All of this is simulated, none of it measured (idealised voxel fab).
process module | voxel capacitor over wiring
The width of the displayed cross-section, cut, is 150 nm; its cells are square, with a size of 5 nm.
A cross-section is written here as square cells arranged in a grid, and it is given in bands from the top down, each band taking up one or more rows of cells.
Heights first: top, then bottom, in nm. Then materials, left to right, each with a width in nm. "full width" on a single material: fills the band edge to edge. "air": empty space.
Heights are reckoned from 0. Under this level, the received wafer is all of one material. The bottommost band is open-ended downward, for example "top 0, no bottom".
The expression "30..40" gives the width at the extremes of the band, the first number at its top row of cells and the second at its bottom row, with the width changing by equal amounts from each row to the next in between.
"stayed the same" for a step: no cell of the cross-section changed in that step.
Enclosed voids (no open way to top), threshold 8 cells or more, entry "Enclosed cavities", notation width x height at distance, distance from left edge, nm.
after a step's settings: what the simulator itself notes on the step
A step line may carry the setting "overlay nm", which, for steps involving a mask, states the distance by which the mask lay to the right of its intended position; negative values denote displacement to the left.
Each of the pairs that make up the rest of this document says: here is the cross-section before one process step, here is the cross-section after it, drawn only down to the lowest band that changed, and here, under the pair, is the step lying between them with its settings. Different pairs may come from different runs of this module on the same starting wafer, so a pair continues from the pair above it only where its entry headed "Snapshot before" says so.

Snapshot before:
- top 0, no bottom | Si full width
- Enclosed cavities: none

Result of Step:
- top 15, bottom 0 | SiO2 full width
- Below 0 it's all the same as before, nothing changed down there.
- Enclosed cavities: none
Which step turns the before cross-section above into the after cross-section? CONFORMAL_DEP,material SiO2,thk nm 15

Snapshot before: carried over from the after image of the pair right above.

Result of Step:
- top 20, bottom 15 | SiCN full width
- Below 15 it's all the same as before, nothing changed down there.
- Enclosed cavities: none
Which step turns the before cross-section above into the after cross-section? CONFORMAL_DEP,material SiCN,thk nm 5

Snapshot before: carried over from the after image of the pair right above.

Result of Step:
- top 40, bottom 20 | lowk full width
- Below 20 it's all the same as before, nothing changed down there.
- Enclosed cavities: none
Which step turns the before cross-section above into the after cross-section? DIRECTIONAL_DEP,material lowk,thk nm 20

Snapshot before: carried over from the after image of the pair right above.

Result of Step:
- top 55, bottom 40 | aC full width
- Below 40 it's all the same as before, nothing changed down there.
- Enclosed cavities: none
Which step turns the before cross-section above into the after cross-section? DIRECTIONAL_DEP,material aC,thk nm 15

Snapshot before: carried over from the after image of the pair right above.

Result of Step:
- top 90, bottom 55 | resist=20; air=20; resist=70; air=20; resist=20
- Below 55 it's all the same as before, nothing changed down there.
- Enclosed cavities: none
Which step turns the before cross-section above into the after cross-section? PATTERN,tone open,mask id METAL_1,material resist,width nm 20,pitch nm 90,thk nm 35,overlay nm 0

Snapshot before: carried over from the after image of the pair right above.

Result of Step:
- top 75, bottom 55 | resist=20; air=20; resist=70; air=20; resist=20
- top 55, bottom 40 | aC=20; air=20; aC=70; air=20; aC=20
- Below 40 it's all the same as before, nothing changed down there.
- Enclosed cavities: none
Which step turns the before cross-section above into the after cross-section? DIRECTIONAL_ETCH,etch materials aC,depth nm 15

Snapshot before: carried over from the after image of the pair right above.

Result of Step:
- top 55, bottom 40 | aC=20; air=20; aC=70; air=20; aC=20
- Below 40 it's all the same as before, nothing changed down there.
- Enclosed cavities: none
Which step turns the before cross-section above into the after cross-section? STRIP,etch materials resist

Snapshot before: carried over from the after image of the pair right above.

Result of Step:
- top 55, bottom 40 | aC=20; air=20; aC=70; air=20; aC=20
- top 40, bottom 20 | lowk=20; air=20; lowk=70; air=20; lowk=20
- Below 20 it's all the same as before, nothing changed down there.
- Enclosed cavities: none
Which step turns the before cross-section above into the after cross-section? DIRECTIONAL_ETCH,etch materials lowk,depth nm 20

Snapshot before: carried over from the after image of the pair right above.

Result of Step:
- top 55, bottom 40 | aC=20; air=20; aC=70; air=20; aC=20
- top 40, bottom 20 | lowk=20; air=20; lowk=70; air=20; lowk=20
- top 20, bottom 15 | SiCN=20; air=20; SiCN=70; air=20; SiCN=20
- Below 15 it's all the same as before, nothing changed down there.
- Enclosed cavities: none
Which step turns the before cross-section above into the after cross-section? DIRECTIONAL_ETCH,etch materials SiCN,depth nm 5

Snapshot before: carried over from the after image of the pair right above.

Result of Step:
- top 40, bottom 20 | lowk=20; air=20; lowk=70; air=20; lowk=20
- Below 20 it's all the same as before, nothing changed down there.
- Enclosed cavities: none
Which step turns the before cross-section above into the after cross-section? STRIP,etch materials aC

Snapshot before: carried over from the after image of the pair right above.

Result of Step:
- top 45, bottom 40 | TiN=25; air=10; TiN=80; air=10; TiN=25
- top 40, bottom 20 | lowk=20; TiN=5; air=10; TiN=5; lowk=70; TiN=5; air=10; TiN=5; lowk=20
- top 20, bottom 15 | SiCN=20; TiN=20; SiCN=70; TiN=20; SiCN=20
- Below 15 it's all the same as before, nothing changed down there.
- Enclosed cavities: none
Which step turns the before cross-section above into the after cross-section? CONFORMAL_DEP,material TiN,thk nm 5

Snapshot before: carried over from the after image of the pair right above.

Result of Step:
- top 55, bottom 45 | Cu full width
- top 45, bottom 40 | TiN=25; Cu=10; TiN=80; Cu=10; TiN=25
- top 40, bottom 20 | lowk=20; TiN=5; Cu=10; TiN=5; lowk=70; TiN=5; Cu=10; TiN=5; lowk=20
- Below 20 it's all the same as before, nothing changed down there.
- Enclosed cavities: none
Which step turns the before cross-section above into the after cross-section? FILL_DEP,material Cu,thk nm 10

Snapshot before: carried over from the after image of the pair right above.

Result of Step:
- top 40, bottom 20 | lowk=20; TiN=5; Cu=10; TiN=5; lowk=70; TiN=5; Cu=10; TiN=5; lowk=20
- Below 20 it's all the same as before, nothing changed down there.
- Enclosed cavities: none
Which step turns the before cross-section above into the after cross-section? CMP,height nm 40

Snapshot before: carried over from the after image of the pair right above.

Result of Step:
- top 45, bottom 40 | SiCN full width
- Below 40 it's all the same as before, nothing changed down there.
- Enclosed cavities: none
Which step turns the before cross-section above into the after cross-section? CONFORMAL_DEP,material SiCN,thk nm 5

Snapshot before: carried over from the after image of the pair right above.

Result of Step:
- top 55, bottom 45 | SiO2 full width
- Below 45 it's all the same as before, nothing changed down there.
- Enclosed cavities: none
Which step turns the before cross-section above into the after cross-section? DIRECTIONAL_DEP,material SiO2,thk nm 10

Snapshot before: carried over from the after image of the pair right above.

Result of Step:
- top 65, bottom 55 | aC full width
- Below 55 it's all the same as before, nothing changed down there.
- Enclosed cavities: none
Which step turns the before cross-section above into the after cross-section? DIRECTIONAL_DEP,material aC,thk nm 10

Snapshot before: carried over from the after image of the pair right above.

Result of Step:
- top 90, bottom 65 | resist=25; air=15; resist=110
- Below 65 it's all the same as before, nothing changed down there.
- Enclosed cavities: none
Which step turns the before cross-section above into the after cross-section? PATTERN,tone open,mask id PLUG_1,material resist,width nm 15,thk nm 25,overlay nm 0

Snapshot before: carried over from the after image of the pair right above.

Result of Step:
- top 80, bottom 65 | resist=25; air=15; resist=110
- top 65, bottom 55 | aC=25; air=15; aC=110
- Below 55 it's all the same as before, nothing changed down there.
- Enclosed cavities: none
Which step turns the before cross-section above into the after cross-section? DIRECTIONAL_ETCH,etch materials aC,depth nm 10

Snapshot before: carried over from the after image of the pair right above.

Result of Step:
- top 65, bottom 55 | aC=25; air=15; aC=110
- Below 55 it's all the same as before, nothing changed down there.
- Enclosed cavities: none
Which step turns the before cross-section above into the after cross-section? STRIP,etch materials resist

Snapshot before: carried over from the after image of the pair right above.

Result of Step:
- top 65, bottom 55 | aC=25; air=15; aC=110
- top 55, bottom 45 | SiO2=25; air=15; SiO2=110
- Below 45 it's all the same as before, nothing changed down there.
- Enclosed cavities: none
Which step turns the before cross-section above into the after cross-section? DIRECTIONAL_ETCH,etch materials SiO2,depth nm 10

Snapshot before: carried over from the after image of the pair right above.

Result of Step:
- top 65, bottom 55 | aC=25; air=15; aC=110
- top 55, bottom 45 | SiO2=25; air=15; SiO2=110
- top 45, bottom 40 | SiCN=25; air=15; SiCN=110
- Below 40 it's all the same as before, nothing changed down there.
- Enclosed cavities: none
Which step turns the before cross-section above into the after cross-section? DIRECTIONAL_ETCH,etch materials SiCN,depth nm 5

Snapshot before: carried over from the after image of the pair right above.

Result of Step:
- top 55, bottom 45 | SiO2=25; air=15; SiO2=110
- Below 45 it's all the same as before, nothing changed down there.
- Enclosed cavities: none
Which step turns the before cross-section above into the after cross-section? STRIP,etch materials aC

Snapshot before: carried over from the after image of the pair right above.

Result of Step:
- top 55, bottom 50 | SiO2=25; air=15; SiO2=110
- top 50, bottom 45 | SiO2=25; Ru=15; SiO2=110
- top 45, bottom 40 | SiCN=25; Ru=15; SiCN=110
- Below 40 it's all the same as before, nothing changed down there.
- Enclosed cavities: none
Which step turns the before cross-section above into the after cross-section? EPI,material Ru,thk nm 10

Snapshot before: carried over from the after image of the pair right above.

Result of Step:
- top 55, bottom 45 | SiO2=25; Ru=15; SiO2=110
- Below 45 it's all the same as before, nothing changed down there.
- Enclosed cavities: none
Which step turns the before cross-section above into the after cross-section? EPI,material Ru,thk nm 5

Snapshot before: carried over from the after image of the pair right above.

Result of Step:
- top 65, bottom 55 | TiN full width
- Below 55 it's all the same as before, nothing changed down there.
- Enclosed cavities: none
Which step turns the before cross-section above into the after cross-section? DIRECTIONAL_DEP,material TiN,thk nm 10

Snapshot before: carried over from the after image of the pair right above.

Result of Step:
- top 70, bottom 65 | SiN full width
- Below 65 it's all the same as before, nothing changed down there.
- Enclosed cavities: none
Which step turns the before cross-section above into the after cross-section? DIRECTIONAL_DEP,material SiN,thk nm 5

Snapshot before: carried over from the after image of the pair right above.

Result of Step:
- top 80, bottom 70 | TiN full width
- Below 70 it's all the same as before, nothing changed down there.
- Enclosed cavities: none
Which step turns the before cross-section above into the after cross-section? DIRECTIONAL_DEP,material TiN,thk nm 10

Snapshot before: carried over from the after image of the pair right above.

Result of Step:
- top 80, bottom 70 | air=25; TiN=75; air=50
- Below 70 it's all the same as before, nothing changed down there.
- Enclosed cavities: none
Which step turns the before cross-section above into the after cross-section? MASKED_ETCH,tone cover,mask id UPPER_PLATE,width nm 75,etch materials TiN,depth nm 10,overlay nm 0

Snapshot before: carried over from the after image of the pair right above.

Result of Step:
- top 80, bottom 70 | air=25; TiN=75; air=50
- top 70, bottom 65 | air=25; SiN=75; air=50
- Below 65 it's all the same as before, nothing changed down there.
- Enclosed cavities: none
Which step turns the before cross-section above into the after cross-section? MASKED_ETCH,tone cover,mask id UPPER_PLATE,width nm 75,etch materials SiN,depth nm 5,overlay nm 0

Snapshot before: carried over from the after image of the pair right above.

Result of Step:
- top 80, bottom 70 | air=25; TiN=75; air=50
- top 70, bottom 65 | air=25; SiN=75; air=50
- top 65, bottom 55 | air=20; TiN=85; air=45
- Below 55 it's all the same as before, nothing changed down there.
- Enclosed cavities: none
Which step turns the before cross-section above into the after cross-section? MASKED_ETCH,tone cover,mask id LOWER_PLATE,width nm 85,etch materials TiN,depth nm 10,overlay nm 0

Snapshot before: carried over from the after image of the pair right above.

Result of Step:
- top 95, bottom 80 | SiO2 full width
- top 80, bottom 70 | SiO2=25; TiN=75; SiO2=50
- top 70, bottom 65 | SiO2=25; SiN=75; SiO2=50
- top 65, bottom 55 | SiO2=20; TiN=85; SiO2=45
- Below 55 it's all the same as before, nothing changed down there.
- Enclosed cavities: none
Which step turns the before cross-section above into the after cross-section? FILL_DEP,material SiO2,thk nm 15

Snapshot before: carried over from the after image of the pair right above.

Result of Step:
- top 90, bottom 80 | SiO2 full width
- Below 80 it's all the same as before, nothing changed down there.
- Enclosed cavities: none
Which step turns the before cross-section above into the after cross-section? CMP,height nm 90

Snapshot before: carried over from the after image of the pair right above.

Result of Step:
- top 90, bottom 80 | SiO2=35; air=15; SiO2=100
- Below 80 it's all the same as before, nothing changed down there.
- Enclosed cavities: none
Which step turns the before cross-section above into the after cross-section? MASKED_ETCH,tone open,mask id PLUG_2,width nm 15,etch materials SiO2,depth nm 10,overlay nm 0

Snapshot before: carried over from the after image of the pair right above.

Result of Step:
- top 95, bottom 90 | TiN=40; air=5; TiN=105
- top 90, bottom 85 | SiO2=35; TiN=5; air=5; TiN=5; SiO2=100
- top 85, bottom 80 | SiO2=35; TiN=15; SiO2=100
- Below 80 it's all the same as before, nothing changed down there.
- Enclosed cavities: none
Which step turns the before cross-section above into the after cross-section? CONFORMAL_DEP,material TiN,thk nm 5

Snapshot before: carried over from the after image of the pair right above.

Result of Step:
- top 105, bottom 95 | Cu full width
- top 95, bottom 90 | TiN=40; Cu=5; TiN=105
- top 90, bottom 85 | SiO2=35; TiN=5; Cu=5; TiN=5; SiO2=100
- Below 85 it's all the same as before, nothing changed down there.
- Enclosed cavities: none
Which step turns the before cross-section above into the after cross-section? FILL_DEP,material Cu,thk nm 10

Snapshot before: carried over from the after image of the pair right above.

Result of Step:
- top 90, bottom 85 | SiO2=35; TiN=5; Cu=5; TiN=5; SiO2=100
- Below 85 it's all the same as before, nothing changed down there.
- Enclosed cavities: none
Which step turns the before cross-section above into the after cross-section? CMP,height nm 90

Snapshot before: carried over from the after image of the pair right above.

Result of Step:
- top 95, bottom 90 | SiCN full width
- Below 90 it's all the same as before, nothing changed down there.
- Enclosed cavities: none
Which step turns the before cross-section above into the after cross-section? CONFORMAL_DEP,material SiCN,thk nm 5

Snapshot before:
- top 105, bottom 95 | Cu full width
- top 95, bottom 90 | TiN=40; Cu=5; TiN=105
- top 90, bottom 85 | SiO2=35; TiN=5; Cu=5; TiN=5; SiO2=100
- top 85, bottom 80 | SiO2=35; TiN=15; SiO2=100
- top 80, bottom 70 | SiO2=25; TiN=75; SiO2=50
- top 70, bottom 65 | SiO2=25; SiN=75; SiO2=50
- top 65, bottom 55 | SiO2=20; TiN=85; SiO2=45
- top 55, bottom 45 | SiO2=25; Ru=15; SiO2=110
- top 45, bottom 40 | SiCN=25; Ru=15; SiCN=110
- top 40, bottom 20 | lowk=20; TiN=5; Cu=10; TiN=5; lowk=70; TiN=5; Cu=10; TiN=5; lowk=20
- top 20, bottom 15 | SiCN=20; TiN=20; SiCN=70; TiN=20; SiCN=20
- top 15, bottom 0 | SiO2 full width
- top 0, no bottom | Si full width
- Enclosed cavities: none

Result of Step:
- top 110, bottom 105 | SiCN full width
- Below 105 it's all the same as before, nothing changed down there.
- Enclosed cavities: none
Which step turns the before cross-section above into the after cross-section? CONFORMAL_DEP,material SiCN,thk nm 5

Snapshot before:
- top 55, bottom 50 | SiO2=25; air=15; SiO2=110
- top 50, bottom 45 | SiO2=25; Ru=15; SiO2=110
- top 45, bottom 40 | SiCN=25; Ru=15; SiCN=110
- top 40, bottom 20 | lowk=20; TiN=5; Cu=10; TiN=5; lowk=70; TiN=5; Cu=10; TiN=5; lowk=20
- top 20, bottom 15 | SiCN=20; TiN=20; SiCN=70; TiN=20; SiCN=20
- top 15, bottom 0 | SiO2 full width
- top 0, no bottom | Si full width
- Enclosed cavities: none

Result of Step:
- top 60, bottom 55 | air=20; Ru=25; air=105
- top 55, bottom 45 | SiO2=25; Ru=15; SiO2=110
- Below 45 it's all the same as before, nothing changed down there.
- Enclosed cavities: none
Which step turns the before cross-section above into the after cross-section? EPI,material Ru,thk nm 10

Snapshot before: carried over from the after image of the pair right above.

Result of Step:
- top 65, bottom 55 | air=15; Ru=35; air=100
- Below 55 it's all the same as before, nothing changed down there.
- Enclosed cavities: none
Which step turns the before cross-section above into the after cross-section? EPI,material Ru,thk nm 5

Snapshot before: carried over from the after image of the pair right above.

Result of Step:
- top 75, bottom 65 | air=15; TiN=35; air=100
- top 65, bottom 55 | TiN=15; Ru=35; TiN=100
- Below 55 it's all the same as before, nothing changed down there.
- Enclosed cavities: none
Which step turns the before cross-section above into the after cross-section? DIRECTIONAL_DEP,material TiN,thk nm 10

Snapshot before: carried over from the after image of the pair right above.

Result of Step:
- top 80, bottom 75 | air=15; SiN=35; air=100
- top 75, bottom 70 | air=15; TiN=35; air=100
- top 70, bottom 65 | SiN=15; TiN=35; SiN=100
- Below 65 it's all the same as before, nothing changed down there.
- Enclosed cavities: none
Which step turns the before cross-section above into the after cross-section? DIRECTIONAL_DEP,material SiN,thk nm 5

Snapshot before: carried over from the after image of the pair right above.

Result of Step:
- top 90, bottom 80 | air=15; TiN=35; air=100
- top 80, bottom 75 | TiN=15; SiN=35; TiN=100
- top 75, bottom 70 | TiN full width
- Below 70 it's all the same as before, nothing changed down there.
- Enclosed cavities: none
Which step turns the before cross-section above into the after cross-section? DIRECTIONAL_DEP,material TiN,thk nm 10

Snapshot before: carried over from the after image of the pair right above.

Result of Step:
- top 90, bottom 80 | air=25; TiN=25; air=100
- top 80, bottom 75 | air=15; SiN=35; TiN=50; air=50
- top 75, bottom 70 | air=15; TiN=85; air=50
- Below 70 it's all the same as before, nothing changed down there.
- Enclosed cavities: none
Which step turns the before cross-section above into the after cross-section? MASKED_ETCH,tone cover,mask id UPPER_PLATE,width nm 75,etch materials TiN,depth nm 10,overlay nm 0

Snapshot before: carried over from the after image of the pair right above.

Result of Step:
- top 90, bottom 80 | air=25; TiN=25; air=100
- top 80, bottom 75 | air=25; SiN=25; TiN=50; air=50
- top 75, bottom 70 | air=15; TiN=85; air=50
- top 70, bottom 65 | air=15; TiN=35; SiN=50; air=50
- Below 65 it's all the same as before, nothing changed down there.
- Enclosed cavities: none
Which step turns the before cross-section above into the after cross-section? MASKED_ETCH,tone cover,mask id UPPER_PLATE,width nm 75,etch materials SiN,depth nm 5,overlay nm 0

Snapshot before: carried over from the after image of the pair right above.

Result of Step:
- top 90, bottom 80 | air=25; TiN=25; air=100
- top 80, bottom 75 | air=25; SiN=25; TiN=50; air=50
- top 75, bottom 70 | air=20; TiN=80; air=50
- top 70, bottom 65 | air=20; TiN=30; SiN=50; air=50
- top 65, bottom 55 | air=15; Ru=35; TiN=55; air=45
- Below 55 it's all the same as before, nothing changed down there.
- Enclosed cavities: none
Which step turns the before cross-section above into the after cross-section? MASKED_ETCH,tone cover,mask id LOWER_PLATE,width nm 85,etch materials TiN,depth nm 10,overlay nm 0

Snapshot before: carried over from the after image of the pair right above.

Result of Step:
- top 105, bottom 90 | SiO2 full width
- top 90, bottom 80 | SiO2=25; TiN=25; SiO2=100
- top 80, bottom 75 | SiO2=25; SiN=25; TiN=50; SiO2=50
- top 75, bottom 70 | SiO2=20; TiN=80; SiO2=50
- top 70, bottom 65 | SiO2=20; TiN=30; SiN=50; SiO2=50
- top 65, bottom 55 | SiO2=15; Ru=35; TiN=55; SiO2=45
- Below 55 it's all the same as before, nothing changed down there.
- Enclosed cavities: none
Which step turns the before cross-section above into the after cross-section? FILL_DEP,material SiO2,thk nm 15

Snapshot before: carried over from the after image of the pair right above.

Result of Step:
- top 90, bottom 80 | SiO2=25; TiN=25; SiO2=100
- Below 80 it's all the same as before, nothing changed down there.
- Enclosed cavities: none
Which step turns the before cross-section above into the after cross-section? CMP,height nm 90

Snapshot before: carried over from the after image of the pair right above.

Result of Step:
- top 95, bottom 90 | TiN full width
- Below 90 it's all the same as before, nothing changed down there.
- Enclosed cavities: none
Which step turns the before cross-section above into the after cross-section? CONFORMAL_DEP,material TiN,thk nm 5

Snapshot before: carried over from the after image of the pair right above.

Result of Step:
- top 105, bottom 95 | Cu full width
- Below 95 it's all the same as before, nothing changed down there.
- Enclosed cavities: none
Which step turns the before cross-section above into the after cross-section? FILL_DEP,material Cu,thk nm 10

Snapshot before: carried over from the after image of the pair right above.

Result of Step:
- top 90, bottom 80 | SiO2=25; TiN=25; SiO2=100
- Below 80 it's all the same as before, nothing changed down there.
- Enclosed cavities: none
Which step turns the before cross-section above into the after cross-section? CMP,height nm 90

Snapshot before: carried over from the after image of the pair right above.

Result of Step:
- top 95, bottom 90 | SiCN full width
- Below 90 it's all the same as before, nothing changed down there.
- Enclosed cavities: none
Which step turns the before cross-section above into the after cross-section? CONFORMAL_DEP,material SiCN,thk nm 5

Snapshot before:
- top 15, bottom 0 | SiO2 full width
- top 0, no bottom | Si full width
- Enclosed cavities: none

Result of Step:
- top 35, bottom 15 | lowk full width
- Below 15 it's all the same as before, nothing changed down there.
- Enclosed cavities: none
Which step turns the before cross-section above into the after cross-section? DIRECTIONAL_DEP,material lowk,thk nm 20

Snapshot before: carried over from the after image of the pair right above.

Result of Step:
- top 40, bottom 35 | SiCN full width
- Below 35 it's all the same as before, nothing changed down there.
- Enclosed cavities: none
Which step turns the before cross-section above into the after cross-section? CONFORMAL_DEP,material SiCN,thk nm 5

Snapshot before: carried over from the after image of the pair right above.

Result of Step:
- top 55, bottom 40 | aC full width
- Below 40 it's all the same as before, nothing changed down there.
- Enclosed cavities: none
Which step turns the before cross-section above into the after cross-section? DIRECTIONAL_DEP,material aC,thk nm 15

Snapshot before: carried over from the after image of the pair right above.

Result of Step:
- top 90, bottom 55 | resist=20; air=20; resist=70; air=20; resist=20
- Below 55 it's all the same as before, nothing changed down there.
- Enclosed cavities: none
Which step turns the before cross-section above into the after cross-section? PATTERN,tone open,mask id METAL_1,material resist,width nm 20,pitch nm 90,thk nm 35,overlay nm 0

Snapshot before: carried over from the after image of the pair right above.

Result of Step:
- top 75, bottom 55 | resist=20; air=20; resist=70; air=20; resist=20
- top 55, bottom 40 | aC=20; air=20; aC=70; air=20; aC=20
- Below 40 it's all the same as before, nothing changed down there.
- Enclosed cavities: none
Which step turns the before cross-section above into the after cross-section? DIRECTIONAL_ETCH,etch materials aC,depth nm 15

Snapshot before: carried over from the after image of the pair right above.

Result of Step:
- top 55, bottom 40 | aC=20; air=20; aC=70; air=20; aC=20
- Below 40 it's all the same as before, nothing changed down there.
- Enclosed cavities: none
Which step turns the before cross-section above into the after cross-section? STRIP,etch materials resist

Snapshot before: carried over from the after image of the pair right above.

Result of Step:
- top 55, bottom 40 | aC=20; air=20; aC=70; air=20; aC=20
- top 40, bottom 35 | SiCN=20; air=20; SiCN=70; air=20; SiCN=20
- Below 35 it's all the same as before, nothing changed down there.
- Enclosed cavities: none
Which step turns the before cross-section above into the after cross-section? DIRECTIONAL_ETCH,etch materials SiCN,depth nm 5

Snapshot before: carried over from the after image of the pair right above.

Result of Step:
- top 40, bottom 35 | SiCN=20; air=20; SiCN=70; air=20; SiCN=20
- Below 35 it's all the same as before, nothing changed down there.
- Enclosed cavities: none
Which step turns the before cross-section above into the after cross-section? STRIP,etch materials aC

Snapshot before: carried over from the after image of the pair right above.

Result of Step:
- top 45, bottom 40 | TiN=25; air=10; TiN=80; air=10; TiN=25
- top 40, bottom 35 | SiCN=20; TiN=20; SiCN=70; TiN=20; SiCN=20
- Below 35 it's all the same as before, nothing changed down there.
- Enclosed cavities: none
Which step turns the before cross-section above into the after cross-section? CONFORMAL_DEP,material TiN,thk nm 5

Snapshot before: carried over from the after image of the pair right above.

Result of Step:
- top 55, bottom 45 | Cu full width
- top 45, bottom 40 | TiN=25; Cu=10; TiN=80; Cu=10; TiN=25
- Below 40 it's all the same as before, nothing changed down there.
- Enclosed cavities: none
Which step turns the before cross-section above into the after cross-section? FILL_DEP,material Cu,thk nm 10

Snapshot before: carried over from the after image of the pair right above.

Result of Step:
- top 40, bottom 35 | SiCN=20; TiN=20; SiCN=70; TiN=20; SiCN=20
- Below 35 it's all the same as before, nothing changed down there.
- Enclosed cavities: none
Which step turns the before cross-section above into the after cross-section? CMP,height nm 40

Snapshot before: carried over from the after image of the pair right above.

Result of Step:
- top 45, bottom 40 | SiCN full width
- Below 40 it's all the same as before, nothing changed down there.
- Enclosed cavities: none
Which step turns the before cross-section above into the after cross-section? CONFORMAL_DEP,material SiCN,thk nm 5

Snapshot before: carried over from the after image of the pair right above.

Result of Step:
- top 55, bottom 45 | SiO2 full width
- Below 45 it's all the same as before, nothing changed down there.
- Enclosed cavities: none
Which step turns the before cross-section above into the after cross-section? DIRECTIONAL_DEP,material SiO2,thk nm 10

Snapshot before: carried over from the after image of the pair right above.

Result of Step:
- top 65, bottom 55 | aC full width
- Below 55 it's all the same as before, nothing changed down there.
- Enclosed cavities: none
Which step turns the before cross-section above into the after cross-section? DIRECTIONAL_DEP,material aC,thk nm 10

Snapshot before: carried over from the after image of the pair right above.

Result of Step:
- top 90, bottom 65 | resist=25; air=15; resist=110
- Below 65 it's all the same as before, nothing changed down there.
- Enclosed cavities: none
Which step turns the before cross-section above into the after cross-section? PATTERN,tone open,mask id PLUG_1,material resist,width nm 15,thk nm 25,overlay nm 0

Snapshot before: carried over from the after image of the pair right above.

Result of Step:
- top 80, bottom 65 | resist=25; air=15; resist=110
- top 65, bottom 55 | aC=25; air=15; aC=110
- Below 55 it's all the same as before, nothing changed down there.
- Enclosed cavities: none
Which step turns the before cross-section above into the after cross-section? DIRECTIONAL_ETCH,etch materials aC,depth nm 10

Snapshot before: carried over from the after image of the pair right above.

Result of Step:
- top 65, bottom 55 | aC=25; air=15; aC=110
- Below 55 it's all the same as before, nothing changed down there.
- Enclosed cavities: none
Which step turns the before cross-section above into the after cross-section? STRIP,etch materials resist

Snapshot before: carried over from the after image of the pair right above.

Result of Step:
- top 65, bottom 55 | aC=25; air=15; aC=110
- top 55, bottom 45 | SiO2=25; air=15; SiO2=110
- Below 45 it's all the same as before, nothing changed down there.
- Enclosed cavities: none
Which step turns the before cross-section above into the after cross-section? DIRECTIONAL_ETCH,etch materials SiO2,depth nm 10

Snapshot before: carried over from the after image of the pair right above.

Result of Step:
- top 65, bottom 55 | aC=25; air=15; aC=110
- top 55, bottom 45 | SiO2=25; air=15; SiO2=110
- top 45, bottom 40 | SiCN=25; air=15; SiCN=110
- Below 40 it's all the same as before, nothing changed down there.
- Enclosed cavities: none
Which step turns the before cross-section above into the after cross-section? DIRECTIONAL_ETCH,etch materials SiCN,depth nm 5

Snapshot before: carried over from the after image of the pair right above.

Result of Step:
- top 55, bottom 45 | SiO2=25; air=15; SiO2=110
- Below 45 it's all the same as before, nothing changed down there.
- Enclosed cavities: none
Which step turns the before cross-section above into the after cross-section? STRIP,etch materials aC

Snapshot before: carried over from the after image of the pair right above.

Result of Step:
- top 55, bottom 50 | SiO2=25; air=15; SiO2=110
- top 50, bottom 45 | SiO2=25; Ru=15; SiO2=110
- top 45, bottom 40 | SiCN=25; Ru=15; SiCN=110
- Below 40 it's all the same as before, nothing changed down there.
- Enclosed cavities: none
Which step turns the before cross-section above into the after cross-section? EPI,material Ru,thk nm 10

Snapshot before: carried over from the after image of the pair right above.

Result of Step:
- top 55, bottom 45 | SiO2=25; Ru=15; SiO2=110
- Below 45 it's all the same as before, nothing changed down there.
- Enclosed cavities: none
Which step turns the before cross-section above into the after cross-section? EPI,material Ru,thk nm 5

Snapshot before: carried over from the after image of the pair right above.

Result of Step:
- top 65, bottom 55 | TiN full width
- Below 55 it's all the same as before, nothing changed down there.
- Enclosed cavities: none
Which step turns the before cross-section above into the after cross-section? DIRECTIONAL_DEP,material TiN,thk nm 10

Snapshot before: carried over from the after image of the pair right above.

Result of Step:
- top 70, bottom 65 | SiN full width
- Below 65 it's all the same as before, nothing changed down there.
- Enclosed cavities: none
Which step turns the before cross-section above into the after cross-section? DIRECTIONAL_DEP,material SiN,thk nm 5

Snapshot before: carried over from the after image of the pair right above.

Result of Step:
- top 80, bottom 70 | TiN full width
- Below 70 it's all the same as before, nothing changed down there.
- Enclosed cavities: none
Which step turns the before cross-section above into the after cross-section? DIRECTIONAL_DEP,material TiN,thk nm 10

Snapshot before: carried over from the after image of the pair right above.

Result of Step:
- top 80, bottom 70 | air=25; TiN=75; air=50
- Below 70 it's all the same as before, nothing changed down there.
- Enclosed cavities: none
Which step turns the before cross-section above into the after cross-section? MASKED_ETCH,tone cover,mask id UPPER_PLATE,width nm 75,etch materials TiN,depth nm 10,overlay nm 0

Snapshot before: carried over from the after image of the pair right above.

Result of Step:
- top 80, bottom 70 | air=25; TiN=75; air=50
- top 70, bottom 65 | air=25; SiN=75; air=50
- Below 65 it's all the same as before, nothing changed down there.
- Enclosed cavities: none
Which step turns the before cross-section above into the after cross-section? MASKED_ETCH,tone cover,mask id UPPER_PLATE,width nm 75,etch materials SiN,depth nm 5,overlay nm 0

Snapshot before: carried over from the after image of the pair right above.

Result of Step:
- top 80, bottom 70 | air=25; TiN=75; air=50
- top 70, bottom 65 | air=25; SiN=75; air=50
- top 65, bottom 55 | air=20; TiN=85; air=45
- Below 55 it's all the same as before, nothing changed down there.
- Enclosed cavities: none
Which step turns the before cross-section above into the after cross-section? MASKED_ETCH,tone cover,mask id LOWER_PLATE,width nm 85,etch materials TiN,depth nm 10,overlay nm 0

Snapshot before: carried over from the after image of the pair right above.

Result of Step:
- top 95, bottom 80 | SiO2 full width
- top 80, bottom 70 | SiO2=25; TiN=75; SiO2=50
- top 70, bottom 65 | SiO2=25; SiN=75; SiO2=50
- top 65, bottom 55 | SiO2=20; TiN=85; SiO2=45
- Below 55 it's all the same as before, nothing changed down there.
- Enclosed cavities: none
Which step turns the before cross-section above into the after cross-section? FILL_DEP,material SiO2,thk nm 15

Snapshot before: carried over from the after image of the pair right above.

Result of Step:
- top 90, bottom 80 | SiO2 full width
- Below 80 it's all the same as before, nothing changed down there.
- Enclosed cavities: none
Which step turns the before cross-section above into the after cross-section? CMP,height nm 90

Snapshot before: carried over from the after image of the pair right above.

Result of Step:
- top 90, bottom 80 | SiO2=35; air=15; SiO2=100
- Below 80 it's all the same as before, nothing changed down there.
- Enclosed cavities: none
Which step turns the before cross-section above into the after cross-section? MASKED_ETCH,tone open,mask id PLUG_2,width nm 15,etch materials SiO2,depth nm 10,overlay nm 0

Snapshot before: carried over from the after image of the pair right above.

Result of Step:
- top 95, bottom 90 | TiN=40; air=5; TiN=105
- top 90, bottom 85 | SiO2=35; TiN=5; air=5; TiN=5; SiO2=100
- top 85, bottom 80 | SiO2=35; TiN=15; SiO2=100
- Below 80 it's all the same as before, nothing changed down there.
- Enclosed cavities: none
Which step turns the before cross-section above into the after cross-section? CONFORMAL_DEP,material TiN,thk nm 5

Snapshot before: carried over from the after image of the pair right above.

Result of Step:
- top 105, bottom 95 | Cu full width
- top 95, bottom 90 | TiN=40; Cu=5; TiN=105
- top 90, bottom 85 | SiO2=35; TiN=5; Cu=5; TiN=5; SiO2=100
- Below 85 it's all the same as before, nothing changed down there.
- Enclosed cavities: none
Which step turns the before cross-section above into the after cross-section? FILL_DEP,material Cu,thk nm 10
